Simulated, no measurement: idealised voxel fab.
The process module presented herein is designated voxel self aligned vias.
Square cells of 5 nm make up the cross-section cut, whose width is 145 nm.
The cross-sections in this document take the form of a grid made of square cells. They are written out as bands, in order from top to bottom. Each band consists of one or more rows of cells. Top, bottom (nm), then materials left to right with widths (nm); lone material tagged "full width" fills the whole band edge to edge; "empty" = empty space. Zero point of the height axis is 0; under it, received wafer = one material. Lowest band: continues down indefinitely, "0 nm and below". It should be noted that a width expressed as "30->40" varies in equal increments from row to row of cells within the band, taking the value of the first number at the top row and that of the second number at the bottom row. Reading "everything unchanged" for a step: not a cell of the cross-section changed in it. "Listed closed voids" - sealed voids, min. 8 cells, no opening to top; format: width x height at distance (distance from left edge; nm throughout). It should be noted that, on the line of a given step, the content following the step's settings is a remark produced by the simulator itself with respect to that step. overlay nm: how far to the right of its planned place the mask lay on this masked step (negative: to the left).
-- Process steps (planned)
1 RECEIVE, material Si
2 CONFORMAL_DEP, material SiO2, thk nm 10
3 CONFORMAL_DEP, material SiCN, thk nm 5
4 DIRECTIONAL_DEP, material SiO2, thk nm 30
5 DIRECTIONAL_DEP, material aC, thk nm 10
6 PATTERN, tone open, mask id LINES, material resist, width nm 30, pitch nm 65, thk nm 25, overlay nm 0
7 DIRECTIONAL_ETCH, etch materials aC, depth nm 10
8 STRIP, etch materials resist
9 DIRECTIONAL_ETCH, etch materials SiO2, depth nm 30
10 STRIP, etch materials aC
11 CONFORMAL_DEP, material TiN, thk nm 5
12 FILL_DEP, material W, thk nm 5
13 CMP, height nm 45
14 SELECTIVE_ETCH, etch materials W Ru TiN, depth nm 10
15 FILL_DEP, material SiN, thk nm 10
16 CMP, height nm 45
17 DIRECTIONAL_DEP, material SiO2, thk nm 20
18 MASKED_ETCH, tone open, mask id VIAS, width nm 50, etch materials SiO2, depth nm 20, overlay nm 0
19 MASKED_ETCH, tone open, mask id VIAS, width nm 50, etch materials SiN, depth nm 10, overlay nm 0
20 CONFORMAL_DEP, material TiN, thk nm 5
21 FILL_DEP, material Cu, thk nm 10
22 CMP, height nm 65
23 CONFORMAL_DEP, material SiCN, thk nm 5
-- Delivered wafer in cross-section: state after step 1
> 0 nm and below = Si full width
> Listed closed voids: none
-- First wafer of two, sectioned at end of module; run went per plan
> 70 nm to 65 nm = SiCN full width
> 65 nm to 50 nm = SiO2 15 / TiN 5 / Cu 40 / TiN 5 / SiO2 80
> 50 nm to 45 nm = SiO2 15 / TiN 15 / Cu 20 / TiN 15 / SiO2 80
> 45 nm to 40 nm = SiO2 25 / TiN 5 / Cu 20 / TiN 5 / SiO2 35 / SiN 30 / SiO2 25
> 40 nm to 35 nm = SiO2 25 / TiN 30 / SiO2 35 / SiN 30 / SiO2 25
> 35 nm to 20 nm = SiO2 25 / TiN 5 / W 20 / TiN 5 / SiO2 35 / TiN 5 / W 20 / TiN 5 / SiO2 25
> 20 nm to 15 nm = SiO2 25 / TiN 30 / SiO2 35 / TiN 30 / SiO2 25
> 15 nm to 10 nm = SiCN full width
> 10 nm to 0 nm = SiO2 full width
> 0 nm and below = Si full width
> Listed closed voids: none
-- Module end: cross-section of wafer two of two. Same start and process plan as the first wafer. One mistake during execution
> 70 nm to 65 nm = SiCN full width
> 65 nm to 50 nm = SiO2 15 / TiN 5 / Cu 40 / TiN 5 / SiO2 80
> 50 nm to 45 nm = SiO2 15 / TiN 20 / Cu 15 / TiN 15 / SiO2 80
> 45 nm to 40 nm = SiO2 30 / TiN 5 / Cu 15 / TiN 5 / SiO2 40 / SiN 25 / SiO2 25
> 40 nm to 35 nm = SiO2 30 / TiN 25 / SiO2 40 / SiN 25 / SiO2 25
> 35 nm to 20 nm = SiO2 30 / TiN 5 / W 15 / TiN 5 / SiO2 40 / TiN 5 / W 15 / TiN 5 / SiO2 25
> 20 nm to 15 nm = SiO2 30 / TiN 25 / SiO2 40 / TiN 25 / SiO2 25
> 15 nm to 10 nm = SiCN full width
> 10 nm to 0 nm = SiO2 full width
> 0 nm and below = Si full width
> Listed closed voids: none
Here's what went sideways: heads up, step 6 didn't go per plan, it actually ran as PATTERN, tone open, mask id LINES, material resist, width nm 25, pitch nm 65, thk nm 25, overlay nm 0
Materials where the second wafer ends with more or fewer cells than the first: Cu: 2 fewer | SiN: 2 fewer | SiO2: 12 more | TiN: 2 fewer | W: 6 fewer
